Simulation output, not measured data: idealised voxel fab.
process module | voxel double patterning
cross-section cut | 255 nm wide | cells 5 nm
A cross-section is a grid of square cells, given in bands from the top down. A band is one or more rows of cells.
Each band's line starts with the height of the band's top and of its bottom, in nm. Then come its materials from left to right, each with its width in nm. One material with "throughout" fills the band from edge to edge. "air" is empty space.
Height 0 is the level under which the wafer as received is all one material. The lowest band goes on downwards, as in "0 down".
A width such as "30 to 40" changes by the same amount from each row of cells to the next, from the band's top row to its bottom row.
"no change" after a step means that no cell of the cross-section changed.
closed voids: empty space of 8 cells or more with no open way to the top, each as width x height at its distance from the left edge, in nm
after a step's settings: what the simulator itself notes on the step
overlay nm, on a step with a mask: how far to the right of its planned place the mask lay; to the left if negative
plan
1 op RECEIVE | material Si
2 op CONFORMAL_DEP | material SiO2 | thk nm 5
3 op DIRECTIONAL_DEP | material W | thk nm 15
4 op DIRECTIONAL_DEP | material SiCN | thk nm 10
5 op DIRECTIONAL_DEP | material aC | thk nm 15
6 op PATTERN | tone open | mask id FIRST | material resist | width nm 15 | pitch nm 50 | thk nm 30 | overlay nm 0
7 op DIRECTIONAL_ETCH | etch materials aC | depth nm 15
8 op STRIP | etch materials resist
9 op DIRECTIONAL_ETCH | etch materials SiCN | depth nm 10
10 op STRIP | etch materials aC
11 op PATTERN | tone open | mask id SECOND | material resist | width nm 15 | thk nm 20 | overlay nm 0
12 op DIRECTIONAL_ETCH | etch materials SiCN | depth nm 10
13 op STRIP | etch materials resist
14 op DIRECTIONAL_ETCH | etch materials W | depth nm 15
15 op STRIP | etch materials SiCN
first wafer, as planned
as received, after step 1
  0 down: Si throughout
  closed voids: none
after step 2
  5 to 0: SiO2 throughout
  below 0: unchanged
after step 3
  20 to 5: W throughout
  below 5: unchanged
after step 4
  30 to 20: SiCN throughout
  below 20: unchanged
after step 5
  45 to 30: aC throughout
  below 30: unchanged
after step 6
  75 to 45: resist 95 | air 15 | resist 35 | air 15 | resist 95
  below 45: unchanged
after step 7
  60 to 45: resist 95 | air 15 | resist 35 | air 15 | resist 95
  45 to 30: aC 95 | air 15 | aC 35 | air 15 | aC 95
  below 30: unchanged
after step 8
  45 to 30: aC 95 | air 15 | aC 35 | air 15 | aC 95
  below 30: unchanged
after step 9
  45 to 30: aC 95 | air 15 | aC 35 | air 15 | aC 95
  30 to 20: SiCN 95 | air 15 | SiCN 35 | air 15 | SiCN 95
  below 20: unchanged
after step 10
  30 to 20: SiCN 95 | air 15 | SiCN 35 | air 15 | SiCN 95
  below 20: unchanged
after step 11
  50 to 30: resist 120 | air 15 | resist 120
  30 to 20: SiCN 95 | resist 15 | SiCN 35 | resist 15 | SiCN 95
  below 20: unchanged
after step 12
  50 to 30: resist 120 | air 15 | resist 120
  30 to 20: SiCN 95 | resist 15 | SiCN 10 | air 15 | SiCN 10 | resist 15 | SiCN 95
  below 20: unchanged
after step 13
  30 to 20: SiCN 95 | air 15 | SiCN 10 | air 15 | SiCN 10 | air 15 | SiCN 95
  below 20: unchanged
after step 14
  30 to 20: SiCN 95 | air 15 | SiCN 10 | air 15 | SiCN 10 | air 15 | SiCN 95
  20 to 5: W 95 | air 15 | W 10 | air 15 | W 10 | air 15 | W 95
  below 5: unchanged
after step 15
  20 to 5: W 95 | air 15 | W 10 | air 15 | W 10 | air 15 | W 95
  below 5: unchanged
second wafer: like start, like plan, one mistake. Through step 5 it matches the first wafer
when step 6 should have ended
  75 to 45: resist 95 | air 20 | resist 30 | air 20 | resist 90
  below 45: unchanged
when step 7 should have ended
  60 to 45: resist 95 | air 20 | resist 30 | air 20 | resist 90
  45 to 30: aC 95 | air 20 | aC 30 | air 20 | aC 90
  below 30: unchanged
when step 8 should have ended
  45 to 30: aC 95 | air 20 | aC 30 | air 20 | aC 90
  below 30: unchanged
when step 9 should have ended
  45 to 30: aC 95 | air 20 | aC 30 | air 20 | aC 90
  30 to 20: SiCN 95 | air 20 | SiCN 30 | air 20 | SiCN 90
  below 20: unchanged
when step 10 should have ended
  30 to 20: SiCN 95 | air 20 | SiCN 30 | air 20 | SiCN 90
  below 20: unchanged
when step 11 should have ended
  50 to 30: resist 120 | air 15 | resist 120
  30 to 20: SiCN 95 | resist 20 | SiCN 30 | resist 20 | SiCN 90
  below 20: unchanged
when step 12 should have ended
  50 to 30: resist 120 | air 15 | resist 120
  30 to 20: SiCN 95 | resist 20 | SiCN 5 | air 15 | SiCN 10 | resist 20 | SiCN 90
  below 20: unchanged
when step 13 should have ended
  30 to 20: SiCN 95 | air 20 | SiCN 5 | air 15 | SiCN 10 | air 20 | SiCN 90
  below 20: unchanged
when step 14 should have ended
  30 to 20: SiCN 95 | air 20 | SiCN 5 | air 15 | SiCN 10 | air 20 | SiCN 90
  20 to 5: W 95 | air 20 | W 5 | air 15 | W 10 | air 20 | W 90
  below 5: unchanged
when step 15 should have ended
  20 to 5: W 95 | air 20 | W 5 | air 15 | W 10 | air 20 | W 90
  below 5: unchanged
what went wrong: step 6 ran as: op PATTERN | tone open | mask id FIRST | material resist | width nm 20 | pitch nm 50 | thk nm 30 | overlay nm 0
at the end the second wafer has, in cells: 6 fewer of W
